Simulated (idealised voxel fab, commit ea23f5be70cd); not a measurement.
process module | voxel fin reveal
cross-section cut | 235 nm wide | cells 5 nm
A cross-section is a grid of square cells, given in bands from the top down. A band is one or more rows of cells.
Each band's line starts with the height of the band's top and of its bottom, in nm. Then come its materials from left to right, each with its width in nm. One material with "throughout" fills the band from edge to edge. "air" is empty space.
Height 0 is the level under which the wafer as received is all one material. The lowest band goes on downwards, as in "0 down".
A width such as "30 to 40" changes by the same amount from each row of cells to the next, from the band's top row to its bottom row.
"no change" after a step means that no cell of the cross-section changed.
closed voids: empty space of 8 cells or more with no open way to the top, each as width x height at its distance from the left edge, in nm
after a step's settings: what the simulator itself notes on the step
overlay nm, on a step with a mask: how far to the right of its planned place the mask lay; to the left if negative
plan
1 op RECEIVE | material Si
2 op CONFORMAL_DEP | material SiN | thk nm 5
3 op DIRECTIONAL_DEP | material aC | thk nm 15
4 op PATTERN | tone cover | mask id FINS | material resist | width nm 15 | pitch nm 45 | thk nm 30 | overlay nm 0
5 op DIRECTIONAL_ETCH | etch materials aC | depth nm 15
6 op STRIP | etch materials resist
7 op DIRECTIONAL_ETCH | etch materials SiN | depth nm 5
8 op DIRECTIONAL_ETCH | etch materials Si | depth nm 40
9 op STRIP | etch materials aC
10 op FILL_DEP | material SiO2 | thk nm 10
11 op CMP | height nm 5
12 op SELECTIVE_ETCH | etch materials SiO2 | depth nm 35
13 op STRIP | etch materials SiN
first wafer, as planned
as received, after step 1
  0 down: Si throughout
  closed voids: none
after step 2
  5 to 0: SiN throughout
  below 0: unchanged
after step 3
  20 to 5: aC throughout
  below 5: unchanged
after step 4
  50 to 20: air 40 | resist 15 | air 30 | resist 15 | air 30 | resist 15 | air 30 | resist 15 | air 45
  below 20: unchanged
after step 5
  35 to 20: air 40 | resist 15 | air 30 | resist 15 | air 30 | resist 15 | air 30 | resist 15 | air 45
  20 to 5: air 40 | aC 15 | air 30 | aC 15 | air 30 | aC 15 | air 30 | aC 15 | air 45
  below 5: unchanged
after step 6
  20 to 5: air 40 | aC 15 | air 30 | aC 15 | air 30 | aC 15 | air 30 | aC 15 | air 45
  below 5: unchanged
after step 7
  20 to 5: air 40 | aC 15 | air 30 | aC 15 | air 30 | aC 15 | air 30 | aC 15 | air 45
  5 to 0: air 40 | SiN 15 | air 30 | SiN 15 | air 30 | SiN 15 | air 30 | SiN 15 | air 45
  below 0: unchanged
after step 8
  20 to 5: air 40 | aC 15 | air 30 | aC 15 | air 30 | aC 15 | air 30 | aC 15 | air 45
  5 to 0: air 40 | SiN 15 | air 30 | SiN 15 | air 30 | SiN 15 | air 30 | SiN 15 | air 45
  0 to -40: air 40 | Si 15 | air 30 | Si 15 | air 30 | Si 15 | air 30 | Si 15 | air 45
  below -40: unchanged
after step 9
  5 to 0: air 40 | SiN 15 | air 30 | SiN 15 | air 30 | SiN 15 | air 30 | SiN 15 | air 45
  below 0: unchanged
after step 10
  15 to 5: SiO2 throughout
  5 to 0: SiO2 40 | SiN 15 | SiO2 30 | SiN 15 | SiO2 30 | SiN 15 | SiO2 30 | SiN 15 | SiO2 45
  0 to -40: SiO2 40 | Si 15 | SiO2 30 | Si 15 | SiO2 30 | Si 15 | SiO2 30 | Si 15 | SiO2 45
  below -40: unchanged
after step 11
  5 to 0: SiO2 40 | SiN 15 | SiO2 30 | SiN 15 | SiO2 30 | SiN 15 | SiO2 30 | SiN 15 | SiO2 45
  below 0: unchanged
after step 12
  5 to 0: air 40 | SiN 15 | air 30 | SiN 15 | air 30 | SiN 15 | air 30 | SiN 15 | air 45
  0 to -30: air 40 | Si 15 | air 30 | Si 15 | air 30 | Si 15 | air 30 | Si 15 | air 45
  below -30: unchanged
after step 13
  0 to -30: air 40 | Si 15 | air 30 | Si 15 | air 30 | Si 15 | air 30 | Si 15 | air 45
  below -30: unchanged
second wafer: like start, like plan, one mistake. Through step 3 it matches the first wafer
when step 4 should have ended
  50 to 20: resist 40 | air 15 | resist 30 | air 15 | resist 30 | air 15 | resist 30 | air 15 | resist 45
  below 20: unchanged
when step 5 should have ended
  35 to 20: resist 40 | air 15 | resist 30 | air 15 | resist 30 | air 15 | resist 30 | air 15 | resist 45
  20 to 5: aC 40 | air 15 | aC 30 | air 15 | aC 30 | air 15 | aC 30 | air 15 | aC 45
  below 5: unchanged
when step 6 should have ended
  20 to 5: aC 40 | air 15 | aC 30 | air 15 | aC 30 | air 15 | aC 30 | air 15 | aC 45
  below 5: unchanged
when step 7 should have ended
  20 to 5: aC 40 | air 15 | aC 30 | air 15 | aC 30 | air 15 | aC 30 | air 15 | aC 45
  5 to 0: SiN 40 | air 15 | SiN 30 | air 15 | SiN 30 | air 15 | SiN 30 | air 15 | SiN 45
  below 0: unchanged
when step 8 should have ended
  20 to 5: aC 40 | air 15 | aC 30 | air 15 | aC 30 | air 15 | aC 30 | air 15 | aC 45
  5 to 0: SiN 40 | air 15 | SiN 30 | air 15 | SiN 30 | air 15 | SiN 30 | air 15 | SiN 45
  0 to -40: Si 40 | air 15 | Si 30 | air 15 | Si 30 | air 15 | Si 30 | air 15 | Si 45
  below -40: unchanged
when step 9 should have ended
  5 to 0: SiN 40 | air 15 | SiN 30 | air 15 | SiN 30 | air 15 | SiN 30 | air 15 | SiN 45
  below 0: unchanged
when step 10 should have ended
  15 to 5: SiO2 throughout
  5 to 0: SiN 40 | SiO2 15 | SiN 30 | SiO2 15 | SiN 30 | SiO2 15 | SiN 30 | SiO2 15 | SiN 45
  0 to -40: Si 40 | SiO2 15 | Si 30 | SiO2 15 | Si 30 | SiO2 15 | Si 30 | SiO2 15 | Si 45
  below -40: unchanged
when step 11 should have ended
  5 to 0: SiN 40 | SiO2 15 | SiN 30 | SiO2 15 | SiN 30 | SiO2 15 | SiN 30 | SiO2 15 | SiN 45
  below 0: unchanged
when step 12 should have ended
  5 to 0: SiN 40 | air 15 | SiN 30 | air 15 | SiN 30 | air 15 | SiN 30 | air 15 | SiN 45
  0 to -30: Si 40 | air 15 | Si 30 | air 15 | Si 30 | air 15 | Si 30 | air 15 | Si 45
  below -30: unchanged
when step 13 should have ended
  0 to -30: Si 40 | air 15 | Si 30 | air 15 | Si 30 | air 15 | Si 30 | air 15 | Si 45
  below -30: unchanged
what went wrong: step 4 ran as: op PATTERN | tone open | mask id FINS | material resist | width nm 15 | pitch nm 45 | thk nm 30 | overlay nm 0
at the end the second wafer has, in cells: 184 more of Si | 46 fewer of SiO2
